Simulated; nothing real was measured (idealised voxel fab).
Process module, titled voxel self aligned contacts
Shown is cross-section cut, with a width of 235 nm and square cells of size 5 nm.
In what follows, cross-sections appear as grids of square cells, described through bands that run from the top down, where every band is one or more rows of cells.
Heights first: top, then bottom, in nm. Then materials, left to right, each with a width in nm. "all across" on a single material: fills the band edge to edge. "blank": empty space.
It should be noted that heights are counted from 0, beneath which the wafer as supplied is of one material throughout, and that the lowest band possesses no lower boundary but continues downward, as written in "0 down".
The width entry "30..40" should be interpreted row by row: the top row of cells in the band takes the first number, the bottom row takes the second number, and the change between adjacent rows is uniform throughout.
It should be understood that the words "nothing was modified", when stated for a given step, signify that the cross-section underwent no change in any of its cells during that step.
"Closed void list": empty spaces of 8 cells or more with no open way to the top, each given as width x height at distance, distance from the left edge, all in nm.
That trailing text on a step's line, after the settings, is the simulator's own remark on the step.
A step's line can hold "overlay nm"; with a mask on that step, the setting says how far right of the planned place the mask lay, while a negative setting says it lay to the left.

### List of planned process steps
1,RECEIVE | material Si
2,OXIDIZE | depth nm 5
3,DIRECTIONAL_DEP | material polySi | thk nm 25
4,DIRECTIONAL_DEP | material SiN | thk nm 15
5,PATTERN | tone cover | mask id GATE | material resist | width nm 25 | pitch nm 60 | thk nm 15 | overlay nm 0
6,DIRECTIONAL_ETCH | etch materials SiN | depth nm 15
7,DIRECTIONAL_ETCH | etch materials polySi | depth nm 25
8,STRIP | etch materials resist
9,CONFORMAL_DEP | material SiN | thk nm 5
10,DIRECTIONAL_ETCH | etch materials SiN | depth nm 5
11,FILL_DEP | material SiO2 | thk nm 15
12,CMP | height nm 50
13,MASKED_ETCH | tone open | mask id CONTACT | width nm 45 | etch materials SiO2 | depth nm 55 | overlay nm 0
14,CONFORMAL_DEP | material TiN | thk nm 5
15,FILL_DEP | material Ru | thk nm 10
16,CMP | height nm 50
17,CONFORMAL_DEP | material SiN | thk nm 5

### The cross-section here shows the wafer as received, i.e. in its state after step 1
- 0 down = Si all across
- Closed void list: none

### Below is the wafer in cross-section after the module was completed. It began from the starting point shown above and followed the plan shown above, except that one mistake was made while running it
- 70 to 65 = SiN all across
- 65 to 55 = Ru all across
- 55 to 50 = TiN: 100  Ru: 35  TiN: 100
- 50 to 40 = SiO2: 95  TiN: 5..15  Ru: 35..15  TiN: 5..15  SiO2: 95
- 40 to 25 = SiO2: 70  SiN: 35  TiN: 5  Ru: 15  TiN: 5  SiN: 35  SiO2: 70
- 25 to 0 = SiO2: 70  SiN: 5  polySi: 25  SiN: 5  TiN: 5  Ru: 15  TiN: 5  SiN: 5  polySi: 25  SiN: 5  SiO2: 70
- 0 to -5 = SiO2: 105  TiN: 25  SiO2: 105
- -5 down = Si all across
- Closed void list: none
Plan not followed: execution of step 16 of the plan did not take place, the step having been omitted
